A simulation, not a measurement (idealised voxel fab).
The process module presented herein is designated voxel self aligned vias.
Section cut is 285 nm wide and gridded with 5 nm square cells.
Cross-section, as written here: a square-cell grid given band by band from the top down, where a band holds one or more rows of cells. A band entry consists of two parts. The first gives the height of the band's top and the height of its bottom, in nm. The rest lists the band's materials from left to right, each with its width in nm. A single material labelled with the word "all across" fills the band from edge to edge, and the word "empty" marks empty space. Note: height 0 marks the level under which the wafer is uniformly one material as received. Lowest band unbounded below, written "from 0 down". The notation "30..40" denotes a width that varies across the rows of cells in the band, beginning at the first number in the top row, finishing at the second number in the bottom row, and changing by an identical amount from each row to the next. "no change occurred" -> step changed no cross-section cell. Each empty space that has no open way to the top and spans at least 8 cells appears under "Closed void inventory" as width x height at distance, the distance counted from the left edge, all in nm. Post-settings text on a step line: simulator's own remark regarding the step. The line of a step may include "overlay nm". On a step with a mask, this value is how far to the right of its planned place the mask lay. A negative value means the mask lay to the left.
-- Listed below are the process steps as planned
1 RECEIVE with material Si
2 CONFORMAL_DEP with material SiO2, thk nm 15
3 CONFORMAL_DEP with material SiCN, thk nm 5
4 DIRECTIONAL_DEP with material SiO2, thk nm 20
5 DIRECTIONAL_DEP with material aC, thk nm 15
6 PATTERN with tone open, mask id LINES, material resist, width nm 20, pitch nm 55, thk nm 30, overlay nm 0
7 DIRECTIONAL_ETCH with etch materials aC, depth nm 15
8 STRIP with etch materials resist
9 DIRECTIONAL_ETCH with etch materials SiO2, depth nm 20
10 STRIP with etch materials aC
11 CONFORMAL_DEP with material TiN, thk nm 5
12 FILL_DEP with material Ru, thk nm 5
13 CMP with height nm 40
14 SELECTIVE_ETCH with etch materials W Ru TiN, depth nm 10
15 FILL_DEP with material SiN, thk nm 10
16 CMP with height nm 40
17 DIRECTIONAL_DEP with material SiO2, thk nm 20
18 PATTERN with tone open, mask id VIAS, material resist, width nm 30, thk nm 15, overlay nm 0
19 DIRECTIONAL_ETCH with etch materials SiO2, depth nm 20
20 DIRECTIONAL_ETCH with etch materials SiN, depth nm 10
21 STRIP with etch materials resist
22 CONFORMAL_DEP with material TiN, thk nm 5
23 FILL_DEP with material Cu, thk nm 5
24 CMP with height nm 60
25 CONFORMAL_DEP with material SiCN, thk nm 5
-- Wafer cross-section on receipt, i.e. after step 1
from 0 down | Si all across
Closed void inventory: none
-- Starting structure and process plan are as shown above, but one mistake was made in running the module; the wafer cross-section at the end of the module follows
from 65 to 60 | SiCN all across
from 60 to 40 | 100 of SiO2 | 5 of TiN | 20 of Cu | 5 of TiN | 155 of SiO2
from 40 to 35 | 100 of SiN | 10 of TiN | 10 of Cu | 10 of TiN | 155 of SiN
from 35 to 30 | 105 of SiO2 | 20 of TiN | 35 of SiO2 | 20 of SiN | 105 of SiO2
from 30 to 25 | 105 of SiO2 | 5 of TiN | 10 of Ru | 5 of TiN | 35 of SiO2 | 5 of TiN | 10 of Ru | 5 of TiN | 105 of SiO2
from 25 to 20 | 105 of SiO2 | 20 of TiN | 35 of SiO2 | 20 of TiN | 105 of SiO2
from 20 to 15 | SiCN all across
from 15 to 0 | SiO2 all across
from 0 down | Si all across
Closed void inventory: none
Here's what went sideways: step 4: run off-plan, actual operation and settings DIRECTIONAL_DEP with material SiO2, thk nm 15
